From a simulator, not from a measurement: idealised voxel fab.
process module | voxel ribs on slabs
cross-section cut | 190 nm wide | cells 5 nm
A cross-section is a grid of square cells, given in bands from the top down. A band is one or more rows of cells.
Each band's line starts with the height of the band's top and of its bottom, in nm. Then come its materials from left to right, each with its width in nm. One material with "throughout" fills the band from edge to edge. "air" is empty space.
Height 0 is the level under which the wafer as received is all one material. The lowest band goes on downwards, as in "0 down".
A width such as "30 to 40" changes by the same amount from each row of cells to the next, from the band's top row to its bottom row.
"no change" after a step means that no cell of the cross-section changed.
closed voids: empty space of 8 cells or more with no open way to the top, each as width x height at its distance from the left edge, in nm
after a step's settings: what the simulator itself notes on the step
overlay nm, on a step with a mask: how far to the right of its planned place the mask lay; to the left if negative
plan
1 op RECEIVE | material Si
2 op DIRECTIONAL_DEP | material SiO2 | thk nm 20
3 op DIRECTIONAL_DEP | material SiN | thk nm 20
4 op DIRECTIONAL_DEP | material aC | thk nm 10
5 op PATTERN | tone cover | mask id RIB | material resist | width nm 30 | thk nm 30 | overlay nm 0
6 op DIRECTIONAL_ETCH | etch materials aC | depth nm 10
7 op STRIP | etch materials resist
8 op DIRECTIONAL_ETCH | etch materials SiN | depth nm 10
9 op STRIP | etch materials aC
10 op MASKED_ETCH | tone cover | mask id SLAB | width nm 70 | etch materials SiN | depth nm 10 | overlay nm 0
11 op FILL_DEP | material SiO2 | thk nm 20
12 op CMP | height nm 55
13 op DIRECTIONAL_DEP | material TiN | thk nm 10
14 op PATTERN | tone cover | mask id HEATER | material resist | width nm 40 | thk nm 20 | overlay nm 0
15 op DIRECTIONAL_ETCH | etch materials TiN | depth nm 10
16 op STRIP | etch materials resist
17 op CONFORMAL_DEP | material SiN | thk nm 5
first wafer, as planned
as received, after step 1
  0 down: Si throughout
  closed voids: none
after step 2
  20 to 0: SiO2 throughout
  below 0: unchanged
after step 3
  40 to 20: SiN throughout
  below 20: unchanged
after step 4
  50 to 40: aC throughout
  below 40: unchanged
after step 5
  80 to 50: air 80 | resist 30 | air 80
  below 50: unchanged
after step 6
  70 to 50: air 80 | resist 30 | air 80
  50 to 40: air 80 | aC 30 | air 80
  below 40: unchanged
after step 7
  50 to 40: air 80 | aC 30 | air 80
  below 40: unchanged
after step 8
  50 to 40: air 80 | aC 30 | air 80
  40 to 30: air 80 | SiN 30 | air 80
  below 30: unchanged
after step 9
  40 to 30: air 80 | SiN 30 | air 80
  below 30: unchanged
after step 10
  40 to 30: air 80 | SiN 30 | air 80
  30 to 20: air 60 | SiN 70 | air 60
  below 20: unchanged
after step 11
  60 to 40: SiO2 throughout
  40 to 30: SiO2 80 | SiN 30 | SiO2 80
  30 to 20: SiO2 60 | SiN 70 | SiO2 60
  below 20: unchanged
after step 12
  55 to 40: SiO2 throughout
  below 40: unchanged
after step 13
  65 to 55: TiN throughout
  below 55: unchanged
after step 14
  85 to 65: air 75 | resist 40 | air 75
  below 65: unchanged
after step 15
  85 to 65: air 75 | resist 40 | air 75
  65 to 55: air 75 | TiN 40 | air 75
  below 55: unchanged
after step 16
  65 to 55: air 75 | TiN 40 | air 75
  below 55: unchanged
after step 17
  70 to 65: air 70 | SiN 50 | air 70
  65 to 60: air 70 | SiN 5 | TiN 40 | SiN 5 | air 70
  60 to 55: SiN 75 | TiN 40 | SiN 75
  below 55: unchanged
second wafer: like start, like plan, one mistake. Through step 4 it matches the first wafer
when step 5 should have ended
  80 to 50: resist 80 | air 30 | resist 80
  below 50: unchanged
when step 6 should have ended
  70 to 50: resist 80 | air 30 | resist 80
  50 to 40: aC 80 | air 30 | aC 80
  below 40: unchanged
when step 7 should have ended
  50 to 40: aC 80 | air 30 | aC 80
  below 40: unchanged
when step 8 should have ended
  50 to 40: aC 80 | air 30 | aC 80
  40 to 30: SiN 80 | air 30 | SiN 80
  below 30: unchanged
when step 9 should have ended
  40 to 30: SiN 80 | air 30 | SiN 80
  below 30: unchanged
when step 10 should have ended
  40 to 30: air 60 | SiN 20 | air 30 | SiN 20 | air 60
  below 30: unchanged
when step 11 should have ended
  60 to 40: SiO2 throughout
  40 to 30: SiO2 60 | SiN 20 | SiO2 30 | SiN 20 | SiO2 60
  below 30: unchanged
when step 12 should have ended
  55 to 40: SiO2 throughout
  below 40: unchanged
when step 13 should have ended
  65 to 55: TiN throughout
  below 55: unchanged
when step 14 should have ended
  85 to 65: air 75 | resist 40 | air 75
  below 65: unchanged
when step 15 should have ended
  85 to 65: air 75 | resist 40 | air 75
  65 to 55: air 75 | TiN 40 | air 75
  below 55: unchanged
when step 16 should have ended
  65 to 55: air 75 | TiN 40 | air 75
  below 55: unchanged
when step 17 should have ended
  70 to 65: air 70 | SiN 50 | air 70
  65 to 60: air 70 | SiN 5 | TiN 40 | SiN 5 | air 70
  60 to 55: SiN 75 | TiN 40 | SiN 75
  below 55: unchanged
what went wrong: step 5 ran as: op PATTERN | tone open | mask id RIB | material resist | width nm 30 | thk nm 30 | overlay nm 0
at the end the second wafer has, in cells: 52 more of SiN | 52 fewer of SiO2
